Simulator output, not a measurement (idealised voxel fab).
Process module under the name voxel spacer lines
Square cells of 5 nm make up the cross-section cut, whose width is 250 nm.
Cross-section format: a grid of square cells, given as bands from top to bottom; each band is one or more rows of cells. First you get the band's top height and its bottom height, in nm, and then the materials it's made of, left to right, with each width in nm. If you see a single material with "throughout", that one covers the band edge to edge. "blank" is empty space. Height datum 0, below which the as-received substrate wafer is one material. Lowest band open at the bottom, running downward: "0..down". Note: "30 to 40" means the width goes from the first number (top row of the band) to the second number (bottom row) in equal steps per row of cells. Step marked "changes: none"? Then no cell in the cross-section changed in it. Enclosed voids (no open way to top), threshold 8 cells or more, entry "Entrapped void list", notation width x height at distance, distance from left edge, nm. If you see something after the settings on a step's line, that's the simulator's own remark about that step. A step line may carry the setting "overlay nm", which, for steps involving a mask, states the distance by which the mask lay to the right of its intended position; negative values denote displacement to the left.

-- So here's the lineup of process steps we planned
1: RECEIVE: material Si
2: CONFORMAL_DEP: material Al2O3, thk nm 5
3: DIRECTIONAL_DEP: material SiN, thk nm 15
4: DIRECTIONAL_DEP: material aC, thk nm 30
5: PATTERN: tone cover, mask id MANDREL, material resist, width nm 25, pitch nm 70, thk nm 35, overlay nm 0
6: DIRECTIONAL_ETCH: etch materials aC, depth nm 30
7: STRIP: etch materials resist
8: CONFORMAL_DEP: material SiO2, thk nm 10
9: DIRECTIONAL_ETCH: etch materials SiO2, depth nm 10
10: STRIP: etch materials aC
11: DIRECTIONAL_ETCH: etch materials SiN, depth nm 15
12: STRIP: etch materials SiO2

-- The cross-section here shows the wafer as received, i.e. in its state after step 1
    0..down = Si throughout
    Entrapped void list: none

-- Module complete - cross-section of the first of two wafers, run according to plan
    20..5 = blank 30 nm; SiN 10 nm; blank 25 nm; SiN 10 nm; blank 25 nm; SiN 10 nm; blank 25 nm; SiN 10 nm; blank 25 nm; SiN 10 nm; blank 25 nm; SiN 10 nm; blank 35 nm
    5..0 = Al2O3 throughout
    0..down = Si throughout
    Entrapped void list: none

-- Cross-sectional image of the second wafer of the two following completion of the module. Starting state and process plan were the same as for the first wafer; one execution error occurred
    20..5 = blank 40 nm; SiN 10 nm; blank 5 nm; SiN 10 nm; blank 45 nm; SiN 10 nm; blank 5 nm; SiN 10 nm; blank 45 nm; SiN 10 nm; blank 5 nm; SiN 10 nm; blank 45 nm
    5..0 = Al2O3 throughout
    0..down = Si throughout
    Entrapped void list: none
Where did the run depart from the plan? step 5 off recipe, ran as PATTERN: tone open, mask id MANDREL, material resist, width nm 25, pitch nm 70, thk nm 35, overlay nm 0
At the close, every material occupies the same number of cells on the second wafer as on the first, only in different positions.
